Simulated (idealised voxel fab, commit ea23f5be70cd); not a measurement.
process module | voxel tone inversion
cross-section cut | 205 nm wide | cells 5 nm
A cross-section is a grid of square cells, given in bands from the top down. A band is one or more rows of cells.
Each band's line starts with the height of the band's top and of its bottom, in nm. Then come its materials from left to right, each with its width in nm. One material with "throughout" fills the band from edge to edge. "air" is empty space.
Height 0 is the level under which the wafer as received is all one material. The lowest band goes on downwards, as in "0 down".
A width such as "30 to 40" changes by the same amount from each row of cells to the next, from the band's top row to its bottom row.
"no change" after a step means that no cell of the cross-section changed.
closed voids: empty space of 8 cells or more with no open way to the top, each as width x height at its distance from the left edge, in nm
after a step's settings: what the simulator itself notes on the step
overlay nm, on a step with a mask: how far to the right of its planned place the mask lay; to the left if negative
plan
1 op RECEIVE | material Si
2 op CONFORMAL_DEP | material SiCN | thk nm 5
3 op DIRECTIONAL_DEP | material polySi | thk nm 20
4 op PATTERN | tone cover | mask id POSTS | material resist | width nm 15 | pitch nm 50 | thk nm 30 | overlay nm 0
5 op DIRECTIONAL_ETCH | etch materials polySi | depth nm 20
6 op STRIP | etch materials resist
7 op FILL_DEP | material SiO2 | thk nm 10
8 op CMP | height nm 25
9 op STRIP | etch materials polySi
10 op CONFORMAL_DEP | material TiN | thk nm 5
11 op FILL_DEP | material Ru | thk nm 10
12 op CMP | height nm 25
13 op CONFORMAL_DEP | material SiCN | thk nm 5
varied across the wafers: width nm of step 4. The plan shows the first wafer's value. All wafers start alike
first wafer as received, after step 1
  0 down: Si throughout
  closed voids: none
first wafer at the end, after step 13
  30 to 25: SiCN throughout
  25 to 10: SiO2 20 | TiN 5 | Ru 5 | TiN 5 | SiO2 35 | TiN 5 | Ru 5 | TiN 5 | SiO2 35 | TiN 5 | Ru 5 | TiN 5 | SiO2 35 | TiN 5 | Ru 5 | TiN 5 | SiO2 20
  10 to 5: SiO2 20 | TiN 15 | SiO2 35 | TiN 15 | SiO2 35 | TiN 15 | SiO2 35 | TiN 15 | SiO2 20
  5 to 0: SiCN throughout
  0 down: Si throughout
  closed voids: none
last wafer at the end
  30 to 25: SiCN throughout
  25 to 10: SiO2 15 | TiN 5 | Ru 15 | TiN 5 | SiO2 25 | TiN 5 | Ru 15 | TiN 5 | SiO2 25 | TiN 5 | Ru 15 | TiN 5 | SiO2 25 | TiN 5 | Ru 15 | TiN 5 | SiO2 15
  10 to 5: SiO2 15 | TiN 25 | SiO2 25 | TiN 25 | SiO2 25 | TiN 25 | SiO2 25 | TiN 25 | SiO2 15
  5 to 0: SiCN throughout
  0 down: Si throughout
  closed voids: none
each wafer at the end: cells of each material gained (+) or lost (-) since it was received, then its closed voids
width nm 15 | +12 Ru | +82 SiCN | +116 SiO2 | +36 TiN | closed voids: none
width nm 20 | +24 Ru | +82 SiCN | +100 SiO2 | +40 TiN | closed voids: none
width nm 25 | +36 Ru | +82 SiCN | +84 SiO2 | +44 TiN | closed voids: none
